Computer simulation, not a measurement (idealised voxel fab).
The document below concerns the process module designated voxel lift off.
Displayed cross-section: cut, width of 165 nm, square cells sized 5 nm.
Bands, listed from the top down, are how a cross-section gets written in this document; the cross-section itself is a grid of square cells, and a band is one or more rows of them. Band: top height; bottom height; in nm. Then, left to right: material with width in nm, for each material. "full width": a single material spanning edge to edge. "empty": empty space. Basically, 0 is our baseline, since under it the wafer straight out of the box is all one material. The bottom band has no lower end and keeps on going down, so it looks like "0..down". Per-row width for "30 to 40": begins at first number (top row of band), ends at second number (bottom row), increment between rows held constant. Where a step carries "remained the same", the cross-section came out of it unchanged, cell for cell. "Non-vented voids" enumerates empty spaces isolated from the top, with no open way to it, that contain at least 8 cells, giving each as width x height at distance from the left edge, all three in nm. It should be noted that, on the line of a given step, the content following the step's settings is a remark produced by the simulator itself with respect to that step. For masked steps, "overlay nm" on the step line gives how far right of plan the mask actually lay; a minus sign means it lay to the left.
**This section lists the process steps that were planned**
1) op RECEIVE | material Si
2) op CONFORMAL_DEP | material SiO2 | thk nm 10
3) op PATTERN | tone open | mask id LINES | material resist | width nm 15 | pitch nm 30 | thk nm 25 | overlay nm 0
4) op DIRECTIONAL_DEP | material Ru | thk nm 15
5) op STRIP | etch materials resist
6) op CONFORMAL_DEP | material SiO2 | thk nm 5
**As-received state of the wafer in cross-section, equivalent to post-step 1**
- 0..down = Si full width
- Non-vented voids: none
**One mistake in running the module, otherwise start and plan as above: cross-section at the end**
- 20..15 = empty: 25 | SiO2: 25 | empty: 5 | SiO2: 25 | empty: 5 | SiO2: 25 | empty: 5 | SiO2: 25 | empty: 25
- 15..5 = empty: 25 | SiO2: 5 | Ru: 15 | SiO2: 5 | empty: 5 | SiO2: 5 | Ru: 15 | SiO2: 5 | empty: 5 | SiO2: 5 | Ru: 15 | SiO2: 5 | empty: 5 | SiO2: 5 | Ru: 15 | SiO2: 5 | empty: 25
- 5..0 = SiO2: 30 | Ru: 15 | SiO2: 15 | Ru: 15 | SiO2: 15 | Ru: 15 | SiO2: 15 | Ru: 15 | SiO2: 30
- 0..down = Si full width
- Non-vented voids: none
Want to know what went wrong? the run left out plan step 2 entirely, so it was never executed
